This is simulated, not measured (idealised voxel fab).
The document below concerns the process module designated voxel gate over fins.
Displayed cross-section: cut, width of 245 nm, square cells sized 5 nm.
Cross-section format: a grid of square cells, given as bands from top to bottom; each band is one or more rows of cells.
Band: top height; bottom height; in nm. Then, left to right: material with width in nm, for each material. "full width": a single material spanning edge to edge. "blank": empty space.
Heights are measured from 0, the level below which the as-received wafer is all one material; the lowest band has no bottom and continues downward, written as in "z 0 and below".
Top row gets the first number, bottom row gets the second, and each row in between changes by the same step: that is how a band width like "30->40" works.
"no alteration", as given for a step, is the statement that not any cell of the cross-section underwent a change during that step.
The list in "Enclosed void listing" covers empty spaces of 8 cells or more that cannot reach the top through any open way, and it gives each as width x height at distance; the distance is from the left edge, and width, height and distance are in nm.
Anything after a step's settings on that line? It's the simulator's own note about the step.
overlay nm: on a step with a mask, how far right of its planned place the mask lay; negative means left.

**Below is the list of planned process steps**
| 1 | RECEIVE (material Si) |
| 2 | CONFORMAL_DEP (material SiN; thk nm 10) |
| 3 | PATTERN (tone cover; mask id FINS; material resist; width nm 15; pitch nm 35; thk nm 20; overlay nm 0) |
| 4 | DIRECTIONAL_ETCH (etch materials SiN; depth nm 10) |
| 5 | DIRECTIONAL_ETCH (etch materials Si; depth nm 30) |
| 6 | STRIP (etch materials resist) |
| 7 | FILL_DEP (material SiO2; thk nm 5) |
| 8 | CMP (height nm 10) |
| 9 | SELECTIVE_ETCH (etch materials SiO2; depth nm 20) |
| 10 | STRIP (etch materials SiN) |
| 11 | CONFORMAL_DEP (material HfO2; thk nm 5) |
| 12 | CONFORMAL_DEP (material TiN; thk nm 5) |
| 13 | FILL_DEP (material W; thk nm 10) |
| 14 | CMP (height nm 15) |
| 15 | CONFORMAL_DEP (material SiN; thk nm 10) |
Quick note for whoever runs this: the wafers start identical, but the depth nm at step 5 isn't the same across them. The plan just shows what the first wafer had.

**As-received state after step 1, first of several wafers, cross-section**
> z 0 and below | Si full width
> Enclosed void listing: none

**The rows of the table below are wafers. Looking at the end of the module, a row counts, for every material, the cells the wafer has gained, shown as (+), or lost, shown as (-), since it was received; its closed voids come next**
depth nm 30 | +57 HfO2 | -258 Si | +98 SiN | +172 SiO2 | +57 TiN | +119 W | Enclosed void listing: none
depth nm 35 | +57 HfO2 | -301 Si | +98 SiN | +215 SiO2 | +57 TiN | +119 W | Enclosed void listing: none
depth nm 40 | +57 HfO2 | -344 Si | +98 SiN | +258 SiO2 | +57 TiN | +119 W | Enclosed void listing: none
depth nm 45 | +57 HfO2 | -387 Si | +98 SiN | +301 SiO2 | +57 TiN | +119 W | Enclosed void listing: none
depth nm 50 | +57 HfO2 | -430 Si | +98 SiN | +344 SiO2 | +57 TiN | +119 W | Enclosed void listing: none
depth nm 55 | +57 HfO2 | -473 Si | +98 SiN | +387 SiO2 | +57 TiN | +119 W | Enclosed void listing: none
